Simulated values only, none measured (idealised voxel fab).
Module name: voxel local oxidation (process module)
We display cut, a cross-section 155 nm in width whose square cells are each 5 nm.
Cross-section layout: square cells on a grid; listed as bands, top to bottom; a band spans one or more cell rows. This entry defines a band. It first specifies the height of the band's top and the height of its bottom in nm, and then specifies the band's materials from left to right, stating each material with its width in nm. The word "all across" identifies a single material that fills the band from edge to edge, while the word "empty" identifies empty space. Counting heights begins at 0, where everything beneath is, in the wafer as received, one material. The lowest band has no bottom; it goes on downwards, as "0..down" shows. Quick explanation for "30..40": the width changes in equal steps down the rows of cells, from the first number in the band's top row to the second number in its bottom row. You'll sometimes find "remained unchanged" written for a step, and that's the way of saying that nowhere in the cross-section did a cell change during that step. Heads up: "Fully enclosed voids" only lists the empty pockets with no open path to the top that are 8 cells or more, and it writes them as width x height at distance, distance from the left edge, in nm. Text after the settings on a step's line: the simulator's own remark on that step. overlay nm: right-of-plan distance of the mask on a masked step; negative values mean left-of-plan.

These are the steps we planned for the process
- 1: RECEIVE: material Si
- 2: CONFORMAL_DEP: material SiO2, thk nm 5
- 3: CONFORMAL_DEP: material SiN, thk nm 10
- 4: DIRECTIONAL_DEP: material aC, thk nm 15
- 5: PATTERN: tone cover, mask id ACTIVE, material resist, width nm 90, thk nm 35, overlay nm 0
- 6: DIRECTIONAL_ETCH: etch materials aC, depth nm 15
- 7: STRIP: etch materials resist
- 8: DIRECTIONAL_ETCH: etch materials SiN, depth nm 10
- 9: STRIP: etch materials aC
- 10: SELECTIVE_ETCH: etch materials SiO2, depth nm 5
- 11: OXIDIZE: depth nm 10
- 12: STRIP: etch materials SiN

So this is the incoming wafer in cross-section - it's already been through step 1
	0..down | Si all across
	Fully enclosed voids: none

Wafer cross-section at end of module: start and plan as shown above, one execution error
	5..0 | empty 30, then SiO2 80, then empty 45
	0..-10 | SiO2 40, then Si 60, then SiO2 55
	-10..down | Si all across
	Fully enclosed voids: none
What went wrong in running the wafer? note that step 5 departed from the planned setting and was carried out as PATTERN: tone cover, mask id ACTIVE, material resist, width nm 90, thk nm 35, overlay nm -5
